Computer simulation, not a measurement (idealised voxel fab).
This is a process module. Its name is voxel capacitor over wiring.
190 nm wide, 5 nm square cells: that's cross-section cut.
Reading order for cross-sections: top band down to bottom band. Underlying form: a grid of square cells. Band size: one or more rows of cells.
This entry defines a band. It first specifies the height of the band's top and the height of its bottom in nm, and then specifies the band's materials from left to right, stating each material with its width in nm. The word "throughout" identifies a single material that fills the band from edge to edge, while the word "air" identifies empty space.
A quick word on heights: they are counted from 0, and under that level the wafer as it came to us is one material throughout. The lowest band is different from the rest in having no bottom; it simply continues downward, written as in "0..down".
Per-row width for "30->40": begins at first number (top row of band), ends at second number (bottom row), increment between rows held constant.
Key: "nothing was modified" - step with no changed cell in the cross-section.
Each empty space that has no open way to the top and spans at least 8 cells appears under "Enclosed voids" as width x height at distance, the distance counted from the left edge, all in nm.
Where a step's line continues beyond its settings, the continuation is a remark by the simulator itself on that step.
overlay nm: right-of-plan distance of the mask on a masked step; negative values mean left-of-plan.
Pairs, read this way: before one process step on the one hand, after it on the other, the after cross-section ending at the lowest band that changed; the step between, settings included, beneath. Same starting wafer throughout, but possibly different runs of this module, so no pair continues from the pair above unless its entry headed "Pre-process state" says so.

Pre-process state:
- 75..65 | TiN throughout
- 65..60 | SiN throughout
- 60..55 | TiN throughout
- 55..45 | 55 nm lowk  5 nm TiN  5 nm Ru  5 nm TiN  120 nm lowk
- 45..40 | 55 nm SiCN  15 nm TiN  120 nm SiCN
- 40..25 | 40 nm lowk  5 nm TiN  20 nm Cu  5 nm TiN  50 nm lowk  5 nm TiN  20 nm Cu  5 nm TiN  40 nm lowk
- 25..20 | 40 nm SiN  30 nm TiN  50 nm SiN  30 nm TiN  40 nm SiN
- 20..10 | SiN throughout
- 10..0 | SiO2 throughout
- 0..down | Si throughout
- Enclosed voids: none

Step Outcome:
- 75..65 | 55 nm air  55 nm TiN  80 nm air
- Below 65, the layers are the same as they were.
- Enclosed voids: none
What process step lies between the two cross-sections above? op MASKED_ETCH | tone cover | mask id UPPER_PLATE | width nm 55 | etch materials TiN | depth nm 10 | overlay nm 0

Pre-process state: it's just the after picture from the pair right above this one.

Step Outcome:
- 75..65 | 55 nm air  55 nm TiN  80 nm air
- 65..60 | 55 nm air  55 nm SiN  80 nm air
- Below 60, the layers are the same as they were.
- Enclosed voids: none
What process step lies between the two cross-sections above? op MASKED_ETCH | tone cover | mask id UPPER_PLATE | width nm 55 | etch materials SiN | depth nm 5 | overlay nm 0

Pre-process state: it's just the after picture from the pair right above this one.

Step Outcome:
- 75..65 | 55 nm air  55 nm TiN  80 nm air
- 65..60 | 55 nm air  55 nm SiN  80 nm air
- 60..55 | 50 nm air  65 nm TiN  75 nm air
- Below 55, the layers are the same as they were.
- Enclosed voids: none
What process step lies between the two cross-sections above? op MASKED_ETCH | tone cover | mask id LOWER_PLATE | width nm 65 | etch materials TiN | depth nm 5 | overlay nm 0

Pre-process state: it's just the after picture from the pair right above this one.

Step Outcome:
- 90..75 | SiO2 throughout
- 75..65 | 55 nm SiO2  55 nm TiN  80 nm SiO2
- 65..60 | 55 nm SiO2  55 nm SiN  80 nm SiO2
- 60..55 | 50 nm SiO2  65 nm TiN  75 nm SiO2
- Below 55, the layers are the same as they were.
- Enclosed voids: none
What process step lies between the two cross-sections above? op FILL_DEP | material SiO2 | thk nm 15

Pre-process state: it's just the after picture from the pair right above this one.

Step Outcome:
- 85..75 | SiO2 throughout
- Below 75, the layers are the same as they were.
- Enclosed voids: none
What process step lies between the two cross-sections above? op CMP | height nm 85

Pre-process state: it's just the after picture from the pair right above this one.

Step Outcome:
- 85..75 | 65 nm SiO2  15 nm air  110 nm SiO2
- Below 75, the layers are the same as they were.
- Enclosed voids: none
What process step lies between the two cross-sections above? op MASKED_ETCH | tone open | mask id PLUG_2 | width nm 15 | etch materials SiO2 | depth nm 10 | overlay nm 0

Pre-process state: it's just the after picture from the pair right above this one.

Step Outcome:
- 90..85 | 70 nm TiN  5 nm air  115 nm TiN
- 85..80 | 65 nm SiO2  5 nm TiN  5 nm air  5 nm TiN  110 nm SiO2
- 80..75 | 65 nm SiO2  15 nm TiN  110 nm SiO2
- Below 75, the layers are the same as they were.
- Enclosed voids: none
What process step lies between the two cross-sections above? op CONFORMAL_DEP | material TiN | thk nm 5

Pre-process state: it's just the after picture from the pair right above this one.

Step Outcome:
- 100..90 | Ru throughout
- 90..85 | 70 nm TiN  5 nm Ru  115 nm TiN
- 85..80 | 65 nm SiO2  5 nm TiN  5 nm Ru  5 nm TiN  110 nm SiO2
- Below 80, the layers are the same as they were.
- Enclosed voids: none
What process step lies between the two cross-sections above? op FILL_DEP | material Ru | thk nm 10

Pre-process state: it's just the after picture from the pair right above this one.

Step Outcome:
- 85..80 | 65 nm SiO2  5 nm TiN  5 nm Ru  5 nm TiN  110 nm SiO2
- Below 80, the layers are the same as they were.
- Enclosed voids: none
What process step lies between the two cross-sections above? op CMP | height nm 85

Pre-process state: it's just the after picture from the pair right above this one.

Step Outcome:
- 90..85 | SiN throughout
- Below 85, the layers are the same as they were.
- Enclosed voids: none
What process step lies between the two cross-sections above? op CONFORMAL_DEP | material SiN | thk nm 5

Pre-process state:
- 40..15 | lowk throughout
- 15..10 | SiN throughout
- 10..0 | SiO2 throughout
- 0..down | Si throughout
- Enclosed voids: none

Step Outcome:
- 60..40 | 40 nm resist  35 nm air  45 nm resist  35 nm air  35 nm resist
- Below 40, the layers are the same as they were.
- Enclosed voids: none
What process step lies between the two cross-sections above? op PATTERN | tone open | mask id METAL_1 | material resist | width nm 35 | pitch nm 80 | thk nm 20 | overlay nm 0

Pre-process state: it's just the after picture from the pair right above this one.

Step Outcome:
- 60..40 | 40 nm resist  35 nm air  45 nm resist  35 nm air  35 nm resist
- 40..15 | 40 nm lowk  35 nm air  45 nm lowk  35 nm air  35 nm lowk
- Below 15, the layers are the same as they were.
- Enclosed voids: none
What process step lies between the two cross-sections above? op DIRECTIONAL_ETCH | etch materials lowk | depth nm 25

Pre-process state: it's just the after picture from the pair right above this one.

Step Outcome:
- 60..40 | 40 nm resist  35 nm air  45 nm resist  35 nm air  35 nm resist
- 40..15 | 40 nm lowk  35 nm air  45 nm lowk  35 nm air  35 nm lowk
- 15..10 | 40 nm SiN  35 nm air  45 nm SiN  35 nm air  35 nm SiN
- Below 10, the layers are the same as they were.
- Enclosed voids: none
What process step lies between the two cross-sections above? op DIRECTIONAL_ETCH | etch materials SiN | depth nm 5

Pre-process state: it's just the after picture from the pair right above this one.

Step Outcome:
- 40..15 | 40 nm lowk  35 nm air  45 nm lowk  35 nm air  35 nm lowk
- Below 15, the layers are the same as they were.
- Enclosed voids: none
What process step lies between the two cross-sections above? op STRIP | etch materials resist

Pre-process state: it's just the after picture from the pair right above this one.

Step Outcome:
- 45..40 | 45 nm TiN  25 nm air  55 nm TiN  25 nm air  40 nm TiN
- 40..15 | 40 nm lowk  5 nm TiN  25 nm air  5 nm TiN  45 nm lowk  5 nm TiN  25 nm air  5 nm TiN  35 nm lowk
- 15..10 | 40 nm SiN  35 nm TiN  45 nm SiN  35 nm TiN  35 nm SiN
- Below 10, the layers are the same as they were.
- Enclosed voids: none
What process step lies between the two cross-sections above? op CONFORMAL_DEP | material TiN | thk nm 5

Pre-process state: it's just the after picture from the pair right above this one.

Step Outcome:
- 50..45 | Cu throughout
- 45..40 | 45 nm TiN  25 nm Cu  55 nm TiN  25 nm Cu  40 nm TiN
- 40..15 | 40 nm lowk  5 nm TiN  25 nm Cu  5 nm TiN  45 nm lowk  5 nm TiN  25 nm Cu  5 nm TiN  35 nm lowk
- Below 15, the layers are the same as they were.
- Enclosed voids: none
What process step lies between the two cross-sections above? op FILL_DEP | material Cu | thk nm 5

Pre-process state: it's just the after picture from the pair right above this one.

Step Outcome:
- 40..15 | 40 nm lowk  5 nm TiN  25 nm Cu  5 nm TiN  45 nm lowk  5 nm TiN  25 nm Cu  5 nm TiN  35 nm lowk
- Below 15, the layers are the same as they were.
- Enclosed voids: none
What process step lies between the two cross-sections above? op CMP | height nm 40

Pre-process state: it's just the after picture from the pair right above this one.

Step Outcome:
- 45..40 | SiCN throughout
- Below 40, the layers are the same as they were.
- Enclosed voids: none
What process step lies between the two cross-sections above? op CONFORMAL_DEP | material SiCN | thk nm 5

Pre-process state: it's just the after picture from the pair right above this one.

Step Outcome:
- 55..45 | lowk throughout
- Below 45, the layers are the same as they were.
- Enclosed voids: none
What process step lies between the two cross-sections above? op DIRECTIONAL_DEP | material lowk | thk nm 10

Pre-process state: it's just the after picture from the pair right above this one.

Step Outcome:
- 55..45 | 55 nm lowk  15 nm air  120 nm lowk
- Below 45, the layers are the same as they were.
- Enclosed voids: none
What process step lies between the two cross-sections above? op MASKED_ETCH | tone open | mask id PLUG_1 | width nm 15 | etch materials lowk | depth nm 10 | overlay nm 0

Pre-process state: it's just the after picture from the pair right above this one.

Step Outcome:
- 55..45 | 55 nm lowk  15 nm air  120 nm lowk
- 45..40 | 55 nm SiCN  15 nm air  120 nm SiCN
- Below 40, the layers are the same as they were.
- Enclosed voids: none
What process step lies between the two cross-sections above? op MASKED_ETCH | tone open | mask id PLUG_1 | width nm 15 | etch materials SiCN | depth nm 5 | overlay nm 0

Pre-process state: it's just the after picture from the pair right above this one.

Step Outcome:
- 60..55 | 60 nm TiN  5 nm air  125 nm TiN
- 55..45 | 55 nm lowk  5 nm TiN  5 nm air  5 nm TiN  120 nm lowk
- 45..40 | 55 nm SiCN  15 nm TiN  120 nm SiCN
- Below 40, the layers are the same as they were.
- Enclosed voids: none
What process step lies between the two cross-sections above? op CONFORMAL_DEP | material TiN | thk nm 5

Pre-process state: it's just the after picture from the pair right above this one.

Step Outcome:
- 70..60 | Ru throughout
- 60..55 | 60 nm TiN  5 nm Ru  125 nm TiN
- 55..45 | 55 nm lowk  5 nm TiN  5 nm Ru  5 nm TiN  120 nm lowk
- Below 45, the layers are the same as they were.
- Enclosed voids: none
What process step lies between the two cross-sections above? op FILL_DEP | material Ru | thk nm 10

Pre-process state: it's just the after picture from the pair right above this one.

Step Outcome:
- 55..45 | 55 nm lowk  5 nm TiN  5 nm Ru  5 nm TiN  120 nm lowk
- Below 45, the layers are the same as they were.
- Enclosed voids: none
What process step lies between the two cross-sections above? op CMP | height nm 55

Pre-process state: it's just the after picture from the pair right above this one.

Step Outcome:
- 60..55 | TiN throughout
- Below 55, the layers are the same as they were.
- Enclosed voids: none
What process step lies between the two cross-sections above? op DIRECTIONAL_DEP | material TiN | thk nm 5

Pre-process state: it's just the after picture from the pair right above this one.

Step Outcome:
- 65..60 | SiN throughout
- Below 60, the layers are the same as they were.
- Enclosed voids: none
What process step lies between the two cross-sections above? op DIRECTIONAL_DEP | material SiN | thk nm 5

Pre-process state: it's just the after picture from the pair right above this one.

Step Outcome:
- 75..65 | TiN throughout
- Below 65, the layers are the same as they were.
- Enclosed voids: none
What process step lies between the two cross-sections above? op DIRECTIONAL_DEP | material TiN | thk nm 10

Pre-process state: it's just the after picture from the pair right above this one.

Step Outcome:
- 75..65 | 55 nm air  55 nm TiN  80 nm air
- Below 65, the layers are the same as they were.
- Enclosed voids: none
What process step lies between the two cross-sections above? op MASKED_ETCH | tone cover | mask id UPPER_PLATE | width nm 55 | etch materials TiN | depth nm 10 | overlay nm 0

Pre-process state: it's just the after picture from the pair right above this one.

Step Outcome:
- 75..65 | 55 nm air  55 nm TiN  80 nm air
- 65..60 | 55 nm air  55 nm SiN  80 nm air
- Below 60, the layers are the same as they were.
- Enclosed voids: none
What process step lies between the two cross-sections above? op MASKED_ETCH | tone cover | mask id UPPER_PLATE | width nm 55 | etch materials SiN | depth nm 5 | overlay nm 0

Pre-process state: it's just the after picture from the pair right above this one.

Step Outcome:
- 75..65 | 55 nm air  55 nm TiN  80 nm air
- 65..60 | 55 nm air  55 nm SiN  80 nm air
- 60..55 | 50 nm air  65 nm TiN  75 nm air
- Below 55, the layers are the same as they were.
- Enclosed voids: none
What process step lies between the two cross-sections above? op MASKED_ETCH | tone cover | mask id LOWER_PLATE | width nm 65 | etch materials TiN | depth nm 5 | overlay nm 0

Pre-process state: it's just the after picture from the pair right above this one.

Step Outcome:
- 90..75 | SiO2 throughout
- 75..65 | 55 nm SiO2  55 nm TiN  80 nm SiO2
- 65..60 | 55 nm SiO2  55 nm SiN  80 nm SiO2
- 60..55 | 50 nm SiO2  65 nm TiN  75 nm SiO2
- Below 55, the layers are the same as they were.
- Enclosed voids: none
What process step lies between the two cross-sections above? op FILL_DEP | material SiO2 | thk nm 15

Pre-process state: it's just the after picture from the pair right above this one.

Step Outcome:
- 85..75 | SiO2 throughout
- Below 75, the layers are the same as they were.
- Enclosed voids: none
What process step lies between the two cross-sections above? op CMP | height nm 85

Pre-process state: it's just the after picture from the pair right above this one.

Step Outcome:
- 85..75 | 65 nm SiO2  15 nm air  110 nm SiO2
- Below 75, the layers are the same as they were.
- Enclosed voids: none
What process step lies between the two cross-sections above? op MASKED_ETCH | tone open | mask id PLUG_2 | width nm 15 | etch materials SiO2 | depth nm 10 | overlay nm 0

Pre-process state: it's just the after picture from the pair right above this one.

Step Outcome:
- 90..85 | 70 nm TiN  5 nm air  115 nm TiN
- 85..80 | 65 nm SiO2  5 nm TiN  5 nm air  5 nm TiN  110 nm SiO2
- 80..75 | 65 nm SiO2  15 nm TiN  110 nm SiO2
- Below 75, the layers are the same as they were.
- Enclosed voids: none
What process step lies between the two cross-sections above? op CONFORMAL_DEP | material TiN | thk nm 5

Pre-process state: it's just the after picture from the pair right above this one.

Step Outcome:
- 100..90 | Ru throughout
- 90..85 | 70 nm TiN  5 nm Ru  115 nm TiN
- 85..80 | 65 nm SiO2  5 nm TiN  5 nm Ru  5 nm TiN  110 nm SiO2
- Below 80, the layers are the same as they were.
- Enclosed voids: none
What process step lies between the two cross-sections above? op FILL_DEP | material Ru | thk nm 10

Pre-process state: it's just the after picture from the pair right above this one.

Step Outcome:
- 85..80 | 65 nm SiO2  5 nm TiN  5 nm Ru  5 nm TiN  110 nm SiO2
- Below 80, the layers are the same as they were.
- Enclosed voids: none
What process step lies between the two cross-sections above? op CMP | height nm 85

Pre-process state: it's just the after picture from the pair right above this one.

Step Outcome:
- 90..85 | SiN throughout
- Below 85, the layers are the same as they were.
- Enclosed voids: none
What process step lies between the two cross-sections above? op CONFORMAL_DEP | material SiN | thk nm 5

Pre-process state:
- 75..65 | 55 nm air  55 nm TiN  80 nm air
- 65..60 | 55 nm air  55 nm SiN  80 nm air
- 60..55 | TiN throughout
- 55..45 | 55 nm lowk  5 nm TiN  5 nm Ru  5 nm TiN  120 nm lowk
- 45..40 | 55 nm SiCN  15 nm TiN  120 nm SiCN
- 40..15 | 40 nm lowk  5 nm TiN  20 nm Cu  5 nm TiN  50 nm lowk  5 nm TiN  20 nm Cu  5 nm TiN  40 nm lowk
- 15..10 | 40 nm SiN  30 nm TiN  50 nm SiN  30 nm TiN  40 nm SiN
- 10..0 | SiO2 throughout
- 0..down | Si throughout
- Enclosed voids: none

Step Outcome:
- 75..65 | 60->55 nm air  50->55 nm TiN  80 nm air
- 65..60 | 55 nm air  55 nm SiN  80 nm air
- 60..55 | 55 nm air  70 nm TiN  65 nm air
- Below 55, the layers are the same as they were.
- Enclosed voids: none
What process step lies between the two cross-sections above? op MASKED_ETCH | tone cover | mask id LOWER_PLATE | width nm 65 | etch materials TiN | depth nm 5 | overlay nm 10

Pre-process state: it's just the after picture from the pair right above this one.

Step Outcome:
- 90..75 | SiO2 throughout
- 75..65 | 60->55 nm SiO2  50->55 nm TiN  80 nm SiO2
- 65..60 | 55 nm SiO2  55 nm SiN  80 nm SiO2
- 60..55 | 55 nm SiO2  70 nm TiN  65 nm SiO2
- Below 55, the layers are the same as they were.
- Enclosed voids: none
What process step lies between the two cross-sections above? op FILL_DEP | material SiO2 | thk nm 15

Pre-process state: it's just the after picture from the pair right above this one.

Step Outcome:
- 85..75 | SiO2 throughout
- Below 75, the layers are the same as they were.
- Enclosed voids: none
What process step lies between the two cross-sections above? op CMP | height nm 85

Pre-process state: it's just the after picture from the pair right above this one.

Step Outcome:
- 85..75 | 65 nm SiO2  15 nm air  110 nm SiO2
- Below 75, the layers are the same as they were.
- Enclosed voids: none
What process step lies between the two cross-sections above? op MASKED_ETCH | tone open | mask id PLUG_2 | width nm 15 | etch materials SiO2 | depth nm 10 | overlay nm 0

Pre-process state: it's just the after picture from the pair right above this one.

Step Outcome:
- 90..85 | 70 nm TiN  5 nm air  115 nm TiN
- 85..80 | 65 nm SiO2  5 nm TiN  5 nm air  5 nm TiN  110 nm SiO2
- 80..70 | 65->60 nm SiO2  15->50 nm TiN  110->80 nm SiO2
- Below 70, the layers are the same as they were.
- Enclosed voids: none
What process step lies between the two cross-sections above? op CONFORMAL_DEP | material TiN | thk nm 5

Pre-process state: it's just the after picture from the pair right above this one.

Step Outcome:
- 100..90 | Ru throughout
- 90..85 | 70 nm TiN  5 nm Ru  115 nm TiN
- 85..80 | 65 nm SiO2  5 nm TiN  5 nm Ru  5 nm TiN  110 nm SiO2
- Below 80, the layers are the same as they were.
- Enclosed voids: none
What process step lies between the two cross-sections above? op FILL_DEP | material Ru | thk nm 10

Pre-process state: it's just the after picture from the pair right above this one.

Step Outcome:
- 85..80 | 65 nm SiO2  5 nm TiN  5 nm Ru  5 nm TiN  110 nm SiO2
- Below 80, the layers are the same as they were.
- Enclosed voids: none
What process step lies between the two cross-sections above? op CMP | height nm 85

Pre-process state: it's just the after picture from the pair right above this one.

Step Outcome:
- 90..85 | SiN throughout
- Below 85, the layers are the same as they were.
- Enclosed voids: none
What process step lies between the two cross-sections above? op CONFORMAL_DEP | material SiN | thk nm 5

Pre-process state:
- 40..15 | 40 nm lowk  30 nm air  50 nm lowk  30 nm air  40 nm lowk
- 15..10 | 40 nm SiN  30 nm air  50 nm SiN  30 nm air  40 nm SiN
- 10..0 | SiO2 throughout
- 0..down | Si throughout
- Enclosed voids: none

Step Outcome:
- 45..40 | 45 nm Ru  20 nm air  60 nm Ru  20 nm air  45 nm Ru
- 40..15 | 40 nm lowk  5 nm Ru  20 nm air  5 nm Ru  50 nm lowk  5 nm Ru  20 nm air  5 nm Ru  40 nm lowk
- 15..10 | 40 nm SiN  30 nm Ru  50 nm SiN  30 nm Ru  40 nm SiN
- Below 10, the layers are the same as they were.
- Enclosed voids: none
What process step lies between the two cross-sections above? op CONFORMAL_DEP | material Ru | thk nm 5

Pre-process state: it's just the after picture from the pair right above this one.

Step Outcome:
- 50..45 | Cu throughout
- 45..40 | 45 nm Ru  20 nm Cu  60 nm Ru  20 nm Cu  45 nm Ru
- 40..15 | 40 nm lowk  5 nm Ru  20 nm Cu  5 nm Ru  50 nm lowk  5 nm Ru  20 nm Cu  5 nm Ru  40 nm lowk
- Below 15, the layers are the same as they were.
- Enclosed voids: none
What process step lies between the two cross-sections above? op FILL_DEP | material Cu | thk nm 5

Pre-process state: it's just the after picture from the pair right above this one.

Step Outcome:
- 40..15 | 40 nm lowk  5 nm Ru  20 nm Cu  5 nm Ru  50 nm lowk  5 nm Ru  20 nm Cu  5 nm Ru  40 nm lowk
- Below 15, the layers are the same as they were.
- Enclosed voids: none
What process step lies between the two cross-sections above? op CMP | height nm 40

Pre-process state: it's just the after picture from the pair right above this one.

Step Outcome:
- 45..40 | SiCN throughout
- Below 40, the layers are the same as they were.
- Enclosed voids: none
What process step lies between the two cross-sections above? op CONFORMAL_DEP | material SiCN | thk nm 5

Pre-process state: it's just the after picture from the pair right above this one.

Step Outcome:
- 55..45 | lowk throughout
- Below 45, the layers are the same as they were.
- Enclosed voids: none
What process step lies between the two cross-sections above? op DIRECTIONAL_DEP | material lowk | thk nm 10

Pre-process state: it's just the after picture from the pair right above this one.

Step Outcome:
- 55..45 | 55 nm lowk  15 nm air  120 nm lowk
- Below 45, the layers are the same as they were.
- Enclosed voids: none
What process step lies between the two cross-sections above? op MASKED_ETCH | tone open | mask id PLUG_1 | width nm 15 | etch materials lowk | depth nm 10 | overlay nm 0

Pre-process state: it's just the after picture from the pair right above this one.

Step Outcome:
- 55..45 | 55 nm lowk  15 nm air  120 nm lowk
- 45..40 | 55 nm SiCN  15 nm air  120 nm SiCN
- Below 40, the layers are the same as they were.
- Enclosed voids: none
What process step lies between the two cross-sections above? op MASKED_ETCH | tone open | mask id PLUG_1 | width nm 15 | etch materials SiCN | depth nm 5 | overlay nm 0

Pre-process state: it's just the after picture from the pair right above this one.

Step Outcome:
- 60..55 | 60 nm TiN  5 nm air  125 nm TiN
- 55..45 | 55 nm lowk  5 nm TiN  5 nm air  5 nm TiN  120 nm lowk
- 45..40 | 55 nm SiCN  15 nm TiN  120 nm SiCN
- Below 40, the layers are the same as they were.
- Enclosed voids: none
What process step lies between the two cross-sections above? op CONFORMAL_DEP | material TiN | thk nm 5

Pre-process state: it's just the after picture from the pair right above this one.

Step Outcome:
- 70..60 | Ru throughout
- 60..55 | 60 nm TiN  5 nm Ru  125 nm TiN
- 55..45 | 55 nm lowk  5 nm TiN  5 nm Ru  5 nm TiN  120 nm lowk
- Below 45, the layers are the same as they were.
- Enclosed voids: none
What process step lies between the two cross-sections above? op FILL_DEP | material Ru | thk nm 10

Pre-process state: it's just the after picture from the pair right above this one.

Step Outcome:
- 55..45 | 55 nm lowk  5 nm TiN  5 nm Ru  5 nm TiN  120 nm lowk
- Below 45, the layers are the same as they were.
- Enclosed voids: none
What process step lies between the two cross-sections above? op CMP | height nm 55

Pre-process state: it's just the after picture from the pair right above this one.

Step Outcome:
- 60..55 | TiN throughout
- Below 55, the layers are the same as they were.
- Enclosed voids: none
What process step lies between the two cross-sections above? op DIRECTIONAL_DEP | material TiN | thk nm 5

Pre-process state: it's just the after picture from the pair right above this one.

Step Outcome:
- 65..60 | SiN throughout
- Below 60, the layers are the same as they were.
- Enclosed voids: none
What process step lies between the two cross-sections above? op DIRECTIONAL_DEP | material SiN | thk nm 5

Pre-process state: it's just the after picture from the pair right above this one.

Step Outcome:
- 75..65 | TiN throughout
- Below 65, the layers are the same as they were.
- Enclosed voids: none
What process step lies between the two cross-sections above? op DIRECTIONAL_DEP | material TiN | thk nm 10

Pre-process state: it's just the after picture from the pair right above this one.

Step Outcome:
- 75..65 | 55 nm air  55 nm TiN  80 nm air
- Below 65, the layers are the same as they were.
- Enclosed voids: none
What process step lies between the two cross-sections above? op MASKED_ETCH | tone cover | mask id UPPER_PLATE | width nm 55 | etch materials TiN | depth nm 10 | overlay nm 0

Pre-process state: it's just the after picture from the pair right above this one.

Step Outcome:
- 75..65 | 55 nm air  55 nm TiN  80 nm air
- 65..60 | 55 nm air  55 nm SiN  80 nm air
- Below 60, the layers are the same as they were.
- Enclosed voids: none
What process step lies between the two cross-sections above? op MASKED_ETCH | tone cover | mask id UPPER_PLATE | width nm 55 | etch materials SiN | depth nm 5 | overlay nm 0

Pre-process state: it's just the after picture from the pair right above this one.

Step Outcome:
- 75..65 | 55 nm air  55 nm TiN  80 nm air
- 65..60 | 55 nm air  55 nm SiN  80 nm air
- 60..55 | 50 nm air  65 nm TiN  75 nm air
- Below 55, the layers are the same as they were.
- Enclosed voids: none
What process step lies between the two cross-sections above? op MASKED_ETCH | tone cover | mask id LOWER_PLATE | width nm 65 | etch materials TiN | depth nm 5 | overlay nm 0

Pre-process state: it's just the after picture from the pair right above this one.

Step Outcome:
- 90..75 | SiO2 throughout
- 75..65 | 55 nm SiO2  55 nm TiN  80 nm SiO2
- 65..60 | 55 nm SiO2  55 nm SiN  80 nm SiO2
- 60..55 | 50 nm SiO2  65 nm TiN  75 nm SiO2
- Below 55, the layers are the same as they were.
- Enclosed voids: none
What process step lies between the two cross-sections above? op FILL_DEP | material SiO2 | thk nm 15

Pre-process state: it's just the after picture from the pair right above this one.

Step Outcome:
- 85..75 | SiO2 throughout
- Below 75, the layers are the same as they were.
- Enclosed voids: none
What process step lies between the two cross-sections above? op CMP | height nm 85

Pre-process state: it's just the after picture from the pair right above this one.

Step Outcome:
- 85..75 | 65 nm SiO2  15 nm air  110 nm SiO2
- Below 75, the layers are the same as they were.
- Enclosed voids: none
What process step lies between the two cross-sections above? op MASKED_ETCH | tone open | mask id PLUG_2 | width nm 15 | etch materials SiO2 | depth nm 10 | overlay nm 0

Pre-process state: it's just the after picture from the pair right above this one.

Step Outcome:
- 90..85 | 70 nm TiN  5 nm air  115 nm TiN
- 85..80 | 65 nm SiO2  5 nm TiN  5 nm air  5 nm TiN  110 nm SiO2
- 80..75 | 65 nm SiO2  15 nm TiN  110 nm SiO2
- Below 75, the layers are the same as they were.
- Enclosed voids: none
What process step lies between the two cross-sections above? op CONFORMAL_DEP | material TiN | thk nm 5

Pre-process state: it's just the after picture from the pair right above this one.

Step Outcome:
- 100..90 | Ru throughout
- 90..85 | 70 nm TiN  5 nm Ru  115 nm TiN
- 85..80 | 65 nm SiO2  5 nm TiN  5 nm Ru  5 nm TiN  110 nm SiO2
- Below 80, the layers are the same as they were.
- Enclosed voids: none
What process step lies between the two cross-sections above? op FILL_DEP | material Ru | thk nm 10

Pre-process state: it's just the after picture from the pair right above this one.

Step Outcome:
- 85..80 | 65 nm SiO2  5 nm TiN  5 nm Ru  5 nm TiN  110 nm SiO2
- Below 80, the layers are the same as they were.
- Enclosed voids: none
What process step lies between the two cross-sections above? op CMP | height nm 85

Pre-process state: it's just the after picture from the pair right above this one.

Step Outcome:
- 90..85 | SiN throughout
- Below 85, the layers are the same as they were.
- Enclosed voids: none
What process step lies between the two cross-sections above? op CONFORMAL_DEP | material SiN | thk nm 5

Pre-process state:
- 55..45 | lowk throughout
- 45..40 | SiCN throughout
- 40..15 | 40 nm lowk  5 nm TiN  20 nm Cu  5 nm TiN  50 nm lowk  5 nm TiN  20 nm Cu  5 nm TiN  40 nm lowk
- 15..10 | 40 nm SiN  30 nm TiN  50 nm SiN  30 nm TiN  40 nm SiN
- 10..0 | SiO2 throughout
- 0..down | Si throughout
- Enclosed voids: none

Step Outcome:
- 55..45 | 55 nm air  15 nm lowk  120 nm air
- Below 45, the layers are the same as they were.
- Enclosed voids: none
What process step lies between the two cross-sections above? op MASKED_ETCH | tone cover | mask id PLUG_1 | width nm 15 | etch materials lowk | depth nm 10 | overlay nm 0

Pre-process state: it's just the after picture from the pair right above this one.

Step Outcome:
- 60..55 | 50 nm air  25 nm TiN  115 nm air
- 55..50 | 50 nm air  5 nm TiN  15 nm lowk  5 nm TiN  115 nm air
- 50..45 | 55 nm TiN  15 nm lowk  120 nm TiN
- Below 45, the layers are the same as they were.
- Enclosed voids: none
What process step lies between the two cross-sections above? op CONFORMAL_DEP | material TiN | thk nm 5

Pre-process state: it's just the after picture from the pair right above this one.

Step Outcome:
- 70..60 | Ru throughout
- 60..55 | 50 nm Ru  25 nm TiN  115 nm Ru
- 55..50 | 50 nm Ru  5 nm TiN  15 nm lowk  5 nm TiN  115 nm Ru
- Below 50, the layers are the same as they were.
- Enclosed voids: none
What process step lies between the two cross-sections above? op FILL_DEP | material Ru | thk nm 10

Pre-process state: it's just the after picture from the pair right above this one.

Step Outcome:
- 55..50 | 50 nm Ru  5 nm TiN  15 nm lowk  5 nm TiN  115 nm Ru
- Below 50, the layers are the same as they were.
- Enclosed voids: none
What process step lies between the two cross-sections above? op CMP | height nm 55

Pre-process state: it's just the after picture from the pair right above this one.

Step Outcome:
- 60..55 | TiN throughout
- Below 55, the layers are the same as they were.
- Enclosed voids: none
What process step lies between the two cross-sections above? op DIRECTIONAL_DEP | material TiN | thk nm 5

Pre-process state: it's just the after picture from the pair right above this one.

Step Outcome:
- 65..60 | SiN throughout
- Below 60, the layers are the same as they were.
- Enclosed voids: none
What process step lies between the two cross-sections above? op DIRECTIONAL_DEP | material SiN | thk nm 5

Pre-process state: it's just the after picture from the pair right above this one.

Step Outcome:
- 75..65 | TiN throughout
- Below 65, the layers are the same as they were.
- Enclosed voids: none
What process step lies between the two cross-sections above? op DIRECTIONAL_DEP | material TiN | thk nm 10

Pre-process state: it's just the after picture from the pair right above this one.

Step Outcome:
- 75..65 | 55 nm air  55 nm TiN  80 nm air
- Below 65, the layers are the same as they were.
- Enclosed voids: none
What process step lies between the two cross-sections above? op MASKED_ETCH | tone cover | mask id UPPER_PLATE | width nm 55 | etch materials TiN | depth nm 10 | overlay nm 0

Pre-process state: it's just the after picture from the pair right above this one.

Step Outcome:
- 75..65 | 55 nm air  55 nm TiN  80 nm air
- 65..60 | 55 nm air  55 nm SiN  80 nm air
- Below 60, the layers are the same as they were.
- Enclosed voids: none
What process step lies between the two cross-sections above? op MASKED_ETCH | tone cover | mask id UPPER_PLATE | width nm 55 | etch materials SiN | depth nm 5 | overlay nm 0

Pre-process state: it's just the after picture from the pair right above this one.

Step Outcome:
- 75..65 | 55 nm air  55 nm TiN  80 nm air
- 65..60 | 55 nm air  55 nm SiN  80 nm air
- 60..55 | 50 nm air  65 nm TiN  75 nm air
- Below 55, the layers are the same as they were.
- Enclosed voids: none
What process step lies between the two cross-sections above? op MASKED_ETCH | tone cover | mask id LOWER_PLATE | width nm 65 | etch materials TiN | depth nm 5 | overlay nm 0

Pre-process state: it's just the after picture from the pair right above this one.

Step Outcome:
- 90..75 | SiO2 throughout
- 75..65 | 55 nm SiO2  55 nm TiN  80 nm SiO2
- 65..60 | 55 nm SiO2  55 nm SiN  80 nm SiO2
- 60..55 | 50 nm SiO2  65 nm TiN  75 nm SiO2
- Below 55, the layers are the same as they were.
- Enclosed voids: none
What process step lies between the two cross-sections above? op FILL_DEP | material SiO2 | thk nm 15

Pre-process state: it's just the after picture from the pair right above this one.

Step Outcome:
- 85..75 | SiO2 throughout
- Below 75, the layers are the same as they were.
- Enclosed voids: none
What process step lies between the two cross-sections above? op CMP | height nm 85

Pre-process state: it's just the after picture from the pair right above this one.

Step Outcome:
- 85..75 | 65 nm SiO2  15 nm air  110 nm SiO2
- Below 75, the layers are the same as they were.
- Enclosed voids: none
What process step lies between the two cross-sections above? op MASKED_ETCH | tone open | mask id PLUG_2 | width nm 15 | etch materials SiO2 | depth nm 10 | overlay nm 0
